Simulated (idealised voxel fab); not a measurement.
Proc. module: voxel air gaps
Square cells of 5 nm make up the cross-section cut, whose width is 300 nm.
In this document a cross-section is written as a grid of square cells. It is given as a series of bands, listed from the top down, and a band is one or more rows of cells.
Heights first: top, then bottom, in nm. Then materials, left to right, each with a width in nm. "throughout" on a single material: fills the band edge to edge. "air": empty space.
Heights are reckoned from 0. Under this level, the received wafer is all of one material. The bottommost band is open-ended downward, for example "z 0 and below".
The two numbers in a width such as "30->40" mark its ends across the band: the first belongs to the top row of cells, the second to the bottom row, and from each row to the next the width moves by the same amount.
"no change", as given for a step, is the statement that not any cell of the cross-section underwent a change during that step.
The entry titled "Enclosed internal voids" provides the empty spaces that have no open way to the top, restricted to those of 8 cells or more. Each is presented as width x height at distance, the distance being measured from the left edge, with all three in nm.
It should be noted that, on the line of a given step, the content following the step's settings is a remark produced by the simulator itself with respect to that step.
overlay nm: how far to the right of its planned place the mask lay on this masked step (negative: to the left).

[plan]
1: RECEIVE,material Si
2: CONFORMAL_DEP,material SiO2,thk nm 15
3: CONFORMAL_DEP,material SiN,thk nm 5
4: DIRECTIONAL_DEP,material lowk,thk nm 35
5: PATTERN,tone open,mask id LINES,material resist,width nm 15,pitch nm 40,thk nm 15,overlay nm 0
6: DIRECTIONAL_ETCH,etch materials lowk,depth nm 35
7: STRIP,etch materials resist
8: CONFORMAL_DEP,material TiN,thk nm 5
9: FILL_DEP,material Ru,thk nm 5
10: CMP,height nm 55
11: EPI,material Ru,thk nm 10
12: SELECTIVE_ETCH,etch materials lowk,depth nm 45
13: CONFORMAL_DEP,material SiCN,thk nm 5

[First of two wafers, with the run carried out as planned]

[Cross-section of the wafer upon arrival, representing the state reached after step 1]
    z 0 and below = Si throughout
    Enclosed internal voids: none

[Wafer after step 2 (cross-section)]
    z 15 to 0 = SiO2 throughout
    At heights below 0, the structure remains unaltered.

[Wafer after step 3 (cross-section)]
    z 20 to 15 = SiN throughout
    At heights below 15, the structure remains unaltered.

[Wafer after step 4 (cross-section)]
    z 55 to 20 = lowk throughout
    At heights below 20, the structure remains unaltered.

[Wafer after step 5 (cross-section)]
    z 70 to 55 = 80 of resist / 15 of air / 25 of resist / 15 of air / 25 of resist / 15 of air / 25 of resist / 15 of air / 85 of resist
    At heights below 55, the structure remains unaltered.

[Wafer after step 6 (cross-section)]
    z 70 to 55 = 80 of resist / 15 of air / 25 of resist / 15 of air / 25 of resist / 15 of air / 25 of resist / 15 of air / 85 of resist
    z 55 to 20 = 80 of lowk / 15 of air / 25 of lowk / 15 of air / 25 of lowk / 15 of air / 25 of lowk / 15 of air / 85 of lowk
    At heights below 20, the structure remains unaltered.

[Wafer after step 7 (cross-section)]
    z 55 to 20 = 80 of lowk / 15 of air / 25 of lowk / 15 of air / 25 of lowk / 15 of air / 25 of lowk / 15 of air / 85 of lowk
    At heights below 20, the structure remains unaltered.

[Wafer after step 8 (cross-section)]
    z 60 to 55 = 85 of TiN / 5 of air / 35 of TiN / 5 of air / 35 of TiN / 5 of air / 35 of TiN / 5 of air / 90 of TiN
    z 55 to 25 = 80 of lowk / 5 of TiN / 5 of air / 5 of TiN / 25 of lowk / 5 of TiN / 5 of air / 5 of TiN / 25 of lowk / 5 of TiN / 5 of air / 5 of TiN / 25 of lowk / 5 of TiN / 5 of air / 5 of TiN / 85 of lowk
    z 25 to 20 = 80 of lowk / 15 of TiN / 25 of lowk / 15 of TiN / 25 of lowk / 15 of TiN / 25 of lowk / 15 of TiN / 85 of lowk
    At heights below 20, the structure remains unaltered.

[Wafer after step 9 (cross-section)]
    z 65 to 60 = Ru throughout
    z 60 to 55 = 85 of TiN / 5 of Ru / 35 of TiN / 5 of Ru / 35 of TiN / 5 of Ru / 35 of TiN / 5 of Ru / 90 of TiN
    z 55 to 25 = 80 of lowk / 5 of TiN / 5 of Ru / 5 of TiN / 25 of lowk / 5 of TiN / 5 of Ru / 5 of TiN / 25 of lowk / 5 of TiN / 5 of Ru / 5 of TiN / 25 of lowk / 5 of TiN / 5 of Ru / 5 of TiN / 85 of lowk
    At heights below 25, the structure remains unaltered.

[Wafer after step 10 (cross-section)]
    z 55 to 25 = 80 of lowk / 5 of TiN / 5 of Ru / 5 of TiN / 25 of lowk / 5 of TiN / 5 of Ru / 5 of TiN / 25 of lowk / 5 of TiN / 5 of Ru / 5 of TiN / 25 of lowk / 5 of TiN / 5 of Ru / 5 of TiN / 85 of lowk
    At heights below 25, the structure remains unaltered.

[Wafer after step 11 (cross-section)]
    z 65 to 55 = 70 of air / 35 of Ru / 5 of air / 35 of Ru / 5 of air / 35 of Ru / 5 of air / 35 of Ru / 75 of air
    At heights below 55, the structure remains unaltered.

[Wafer after step 12 (cross-section)]
    z 65 to 55 = 70 of air / 35 of Ru / 5 of air / 35 of Ru / 5 of air / 35 of Ru / 5 of air / 35 of Ru / 75 of air
    z 55 to 25 = 80 of air / 5 of TiN / 5 of Ru / 5 of TiN / 25 of air / 5 of TiN / 5 of Ru / 5 of TiN / 25 of air / 5 of TiN / 5 of Ru / 5 of TiN / 25 of air / 5 of TiN / 5 of Ru / 5 of TiN / 85 of air
    z 25 to 20 = 80 of air / 15 of TiN / 25 of air / 15 of TiN / 25 of air / 15 of TiN / 25 of air / 15 of TiN / 85 of air
    At heights below 20, the structure remains unaltered.

[Wafer after step 13 (cross-section)]
    z 70 to 65 = 65 of air / 165 of SiCN / 70 of air
    z 65 to 55 = 65 of air / 5 of SiCN / 35 of Ru / 5 of SiCN / 35 of Ru / 5 of SiCN / 35 of Ru / 5 of SiCN / 35 of Ru / 5 of SiCN / 70 of air
    z 55 to 50 = 65 of air / 15 of SiCN / 5 of TiN / 5 of Ru / 5 of TiN / 25 of SiCN / 5 of TiN / 5 of Ru / 5 of TiN / 25 of SiCN / 5 of TiN / 5 of Ru / 5 of TiN / 25 of SiCN / 5 of TiN / 5 of Ru / 5 of TiN / 15 of SiCN / 70 of air
    z 50 to 25 = 75 of air / 5 of SiCN / 5 of TiN / 5 of Ru / 5 of TiN / 5 of SiCN / 15 of air / 5 of SiCN / 5 of TiN / 5 of Ru / 5 of TiN / 5 of SiCN / 15 of air / 5 of SiCN / 5 of TiN / 5 of Ru / 5 of TiN / 5 of SiCN / 15 of air / 5 of SiCN / 5 of TiN / 5 of Ru / 5 of TiN / 5 of SiCN / 80 of air
    z 25 to 20 = 80 of SiCN / 15 of TiN / 25 of SiCN / 15 of TiN / 25 of SiCN / 15 of TiN / 25 of SiCN / 15 of TiN / 85 of SiCN
    At heights below 20, the structure remains unaltered.
    Enclosed internal voids: 15 x 25 at 100; 15 x 25 at 140; 15 x 25 at 180

[The second wafer was prepared from the same starting point and under the same plan as the first; its processing contained one mistake, and it remains indistinguishable from the first wafer up to and including step 4]

[Cross-sectional view of the second wafer at the intended end time of process step 5]
    z 70 to 55 = 70 of resist / 15 of air / 25 of resist / 15 of air / 25 of resist / 15 of air / 25 of resist / 15 of air / 95 of resist
    At heights below 55, the structure remains unaltered.

[Cross-sectional view of the second wafer at the intended end time of process step 6]
    z 70 to 55 = 70 of resist / 15 of air / 25 of resist / 15 of air / 25 of resist / 15 of air / 25 of resist / 15 of air / 95 of resist
    z 55 to 20 = 70 of lowk / 15 of air / 25 of lowk / 15 of air / 25 of lowk / 15 of air / 25 of lowk / 15 of air / 95 of lowk
    At heights below 20, the structure remains unaltered.

[Cross-sectional view of the second wafer at the intended end time of process step 7]
    z 55 to 20 = 70 of lowk / 15 of air / 25 of lowk / 15 of air / 25 of lowk / 15 of air / 25 of lowk / 15 of air / 95 of lowk
    At heights below 20, the structure remains unaltered.

[Cross-sectional view of the second wafer at the intended end time of process step 8]
    z 60 to 55 = 75 of TiN / 5 of air / 35 of TiN / 5 of air / 35 of TiN / 5 of air / 35 of TiN / 5 of air / 100 of TiN
    z 55 to 25 = 70 of lowk / 5 of TiN / 5 of air / 5 of TiN / 25 of lowk / 5 of TiN / 5 of air / 5 of TiN / 25 of lowk / 5 of TiN / 5 of air / 5 of TiN / 25 of lowk / 5 of TiN / 5 of air / 5 of TiN / 95 of lowk
    z 25 to 20 = 70 of lowk / 15 of TiN / 25 of lowk / 15 of TiN / 25 of lowk / 15 of TiN / 25 of lowk / 15 of TiN / 95 of lowk
    At heights below 20, the structure remains unaltered.

[Cross-sectional view of the second wafer at the intended end time of process step 9]
    z 65 to 60 = Ru throughout
    z 60 to 55 = 75 of TiN / 5 of Ru / 35 of TiN / 5 of Ru / 35 of TiN / 5 of Ru / 35 of TiN / 5 of Ru / 100 of TiN
    z 55 to 25 = 70 of lowk / 5 of TiN / 5 of Ru / 5 of TiN / 25 of lowk / 5 of TiN / 5 of Ru / 5 of TiN / 25 of lowk / 5 of TiN / 5 of Ru / 5 of TiN / 25 of lowk / 5 of TiN / 5 of Ru / 5 of TiN / 95 of lowk
    At heights below 25, the structure remains unaltered.

[Cross-sectional view of the second wafer at the intended end time of process step 10]
    z 55 to 25 = 70 of lowk / 5 of TiN / 5 of Ru / 5 of TiN / 25 of lowk / 5 of TiN / 5 of Ru / 5 of TiN / 25 of lowk / 5 of TiN / 5 of Ru / 5 of TiN / 25 of lowk / 5 of TiN / 5 of Ru / 5 of TiN / 95 of lowk
    At heights below 25, the structure remains unaltered.

[Cross-sectional view of the second wafer at the intended end time of process step 11]
    z 65 to 55 = 60 of air / 35 of Ru / 5 of air / 35 of Ru / 5 of air / 35 of Ru / 5 of air / 35 of Ru / 85 of air
    At heights below 55, the structure remains unaltered.

[Cross-sectional view of the second wafer at the intended end time of process step 12]
    z 65 to 55 = 60 of air / 35 of Ru / 5 of air / 35 of Ru / 5 of air / 35 of Ru / 5 of air / 35 of Ru / 85 of air
    z 55 to 25 = 70 of air / 5 of TiN / 5 of Ru / 5 of TiN / 25 of air / 5 of TiN / 5 of Ru / 5 of TiN / 25 of air / 5 of TiN / 5 of Ru / 5 of TiN / 25 of air / 5 of TiN / 5 of Ru / 5 of TiN / 95 of air
    z 25 to 20 = 70 of air / 15 of TiN / 25 of air / 15 of TiN / 25 of air / 15 of TiN / 25 of air / 15 of TiN / 95 of air
    At heights below 20, the structure remains unaltered.

[Cross-sectional view of the second wafer at the intended end time of process step 13]
    z 70 to 65 = 55 of air / 165 of SiCN / 80 of air
    z 65 to 55 = 55 of air / 5 of SiCN / 35 of Ru / 5 of SiCN / 35 of Ru / 5 of SiCN / 35 of Ru / 5 of SiCN / 35 of Ru / 5 of SiCN / 80 of air
    z 55 to 50 = 55 of air / 15 of SiCN / 5 of TiN / 5 of Ru / 5 of TiN / 25 of SiCN / 5 of TiN / 5 of Ru / 5 of TiN / 25 of SiCN / 5 of TiN / 5 of Ru / 5 of TiN / 25 of SiCN / 5 of TiN / 5 of Ru / 5 of TiN / 15 of SiCN / 80 of air
    z 50 to 25 = 65 of air / 5 of SiCN / 5 of TiN / 5 of Ru / 5 of TiN / 5 of SiCN / 15 of air / 5 of SiCN / 5 of TiN / 5 of Ru / 5 of TiN / 5 of SiCN / 15 of air / 5 of SiCN / 5 of TiN / 5 of Ru / 5 of TiN / 5 of SiCN / 15 of air / 5 of SiCN / 5 of TiN / 5 of Ru / 5 of TiN / 5 of SiCN / 90 of air
    z 25 to 20 = 70 of SiCN / 15 of TiN / 25 of SiCN / 15 of TiN / 25 of SiCN / 15 of TiN / 25 of SiCN / 15 of TiN / 95 of SiCN
    At heights below 20, the structure remains unaltered.
    Enclosed internal voids: 15 x 25 at 90; 15 x 25 at 130; 15 x 25 at 170
The plan and the run diverged here: off-plan run, step 5, actual operation and settings PATTERN,tone open,mask id LINES,material resist,width nm 15,pitch nm 40,thk nm 15,overlay nm -10
At the close, every material occupies the same number of cells on the second wafer as on the first, only in different positions.
